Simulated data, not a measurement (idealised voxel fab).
A process module follows: voxel wiring stack.
Displayed cross-section: cut, width of 255 nm, square cells sized 5 nm.
Cross-section, as written here: a square-cell grid given band by band from the top down, where a band holds one or more rows of cells.
Heads up on the band format: heights come first, top then bottom, in nm. After that it's the materials left to right, each with its width in nm. A single material flagged "all across" fills the whole band edge to edge, and "blank" means there's empty space there.
Measure heights from 0. That's the level where, below it, the as-received wafer is all one material. The lowest band is bottomless and extends downward; write it as in "top 0, no bottom".
A width given as "30->40" starts at the first number in the band's top row and ends at the second number in its bottom row, shifting by an equal amount at every step from row to row.
A step reported as "nothing was modified" is a step in which no cell of the cross-section changed.
"Unvented voids" contains a list of empty spaces, each no smaller than 8 cells and without an open way to the top, written in the form width x height at distance with the distance from the left edge and all three in nm.
Formally, on a step line, whatever follows the settings is a remark that the simulator itself makes on the step.
You can add "overlay nm" to a step's line. For a step with a mask, it describes how far the mask lay to the right of its planned position, and a negative number describes a lay to the left.

THE FOLLOWING LIST GIVES THE PLANNED PROCESS STEPS
1) RECEIVE: material Si
2) CONFORMAL_DEP: material SiO2, thk nm 10
3) DIRECTIONAL_DEP: material TiN, thk nm 5
4) DIRECTIONAL_DEP: material Ru, thk nm 25
5) PATTERN: tone cover, mask id METAL_1, material resist, width nm 25, pitch nm 45, thk nm 20, overlay nm 0
6) DIRECTIONAL_ETCH: etch materials Ru, depth nm 25
7) DIRECTIONAL_ETCH: etch materials TiN, depth nm 5
8) STRIP: etch materials resist
9) CONFORMAL_DEP: material SiN, thk nm 5
10) FILL_DEP: material lowk, thk nm 5
11) CMP: height nm 40
12) CONFORMAL_DEP: material SiCN, thk nm 5
13) DIRECTIONAL_DEP: material lowk, thk nm 25
14) PATTERN: tone open, mask id METAL_2, material resist, width nm 25, pitch nm 45, thk nm 20, overlay nm 0
15) DIRECTIONAL_ETCH: etch materials lowk, depth nm 15
16) STRIP: etch materials resist
17) PATTERN: tone open, mask id METAL_2_HOLES, material resist, width nm 15, pitch nm 45, thk nm 20, overlay nm 0
18) DIRECTIONAL_ETCH: etch materials lowk, depth nm 10
19) DIRECTIONAL_ETCH: etch materials SiCN, depth nm 5
20) STRIP: etch materials resist
21) CONFORMAL_DEP: material TiN, thk nm 5
22) FILL_DEP: material Cu, thk nm 5
23) CMP: height nm 70
24) CONFORMAL_DEP: material SiN, thk nm 5

HERE'S WHAT THE WAFER LOOKED LIKE IN CROSS-SECTION WHEN IT ARRIVED - THAT'S AFTER STEP 1
  top 0, no bottom: Si all across
  Unvented voids: none

HERE'S THE CROSS-SECTION OF THE FIRST OF OUR TWO WAFERS AT THE END OF THE MODULE - IT RAN AS PLANNED
  top 75, bottom 70: SiN all across
  top 70, bottom 60: lowk (45) / TiN (5) / Cu (15) / TiN (5) / lowk (20) / TiN (5) / Cu (15) / TiN (5) / lowk (20) / TiN (5) / Cu (15) / TiN (5) / lowk (20) / TiN (5) / Cu (15) / TiN (5) / lowk (50)
  top 60, bottom 55: lowk (45) / TiN (5) / Cu (5) / TiN (15) / lowk (20) / TiN (5) / Cu (5) / TiN (15) / lowk (20) / TiN (5) / Cu (5) / TiN (15) / lowk (20) / TiN (5) / Cu (5) / TiN (15) / lowk (50)
  top 55, bottom 45: lowk (45) / TiN (5) / Cu (5) / TiN (5) / lowk (30) / TiN (5) / Cu (5) / TiN (5) / lowk (30) / TiN (5) / Cu (5) / TiN (5) / lowk (30) / TiN (5) / Cu (5) / TiN (5) / lowk (60)
  top 45, bottom 40: SiCN (45) / TiN (15) / SiCN (30) / TiN (15) / SiCN (30) / TiN (15) / SiCN (30) / TiN (15) / SiCN (60)
  top 40, bottom 15: lowk (40) / SiN (5) / Ru (25) / SiN (5) / lowk (10) / SiN (5) / Ru (25) / SiN (5) / lowk (10) / SiN (5) / Ru (25) / SiN (5) / lowk (10) / SiN (5) / Ru (25) / SiN (5) / lowk (45)
  top 15, bottom 10: SiN (45) / TiN (25) / SiN (20) / TiN (25) / SiN (20) / TiN (25) / SiN (20) / TiN (25) / SiN (50)
  top 10, bottom 0: SiO2 all across
  top 0, no bottom: Si all across
  Unvented voids: none

HERE IS THE SECOND OF THE TWO WAFERS CUT OPEN AT THE END OF THE MODULE - SAME START, SAME PLAN AS THE FIRST ONE, BUT WE MADE ONE MISTAKE RUNNING IT
  top 75, bottom 70: SiN all across
  top 70, bottom 65: Cu all across
  top 65, bottom 60: TiN (50) / Cu (15) / TiN (30) / Cu (15) / TiN (30) / Cu (15) / TiN (30) / Cu (15) / TiN (55)
  top 60, bottom 45: lowk (45) / TiN (5) / Cu (15) / TiN (5) / lowk (20) / TiN (5) / Cu (15) / TiN (5) / lowk (20) / TiN (5) / Cu (15) / TiN (5) / lowk (20) / TiN (5) / Cu (15) / TiN (5) / lowk (50)
  top 45, bottom 40: SiCN (45) / TiN (25) / SiCN (20) / TiN (25) / SiCN (20) / TiN (25) / SiCN (20) / TiN (25) / SiCN (50)
  top 40, bottom 15: lowk (40) / SiN (5) / Ru (25) / SiN (5) / lowk (10) / SiN (5) / Ru (25) / SiN (5) / lowk (10) / SiN (5) / Ru (25) / SiN (5) / lowk (10) / SiN (5) / Ru (25) / SiN (5) / lowk (45)
  top 15, bottom 10: SiN (45) / TiN (25) / SiN (20) / TiN (25) / SiN (20) / TiN (25) / SiN (20) / TiN (25) / SiN (50)
  top 10, bottom 0: SiO2 all across
  top 0, no bottom: Si all across
  Unvented voids: none
What was done differently from what was planned? step 17 was left out
Per the end-of-run cell counts, the second wafer holds more or fewer of some materials than the first: 63 more of Cu; 8 fewer of SiCN; 23 more of TiN; 78 fewer of lowk
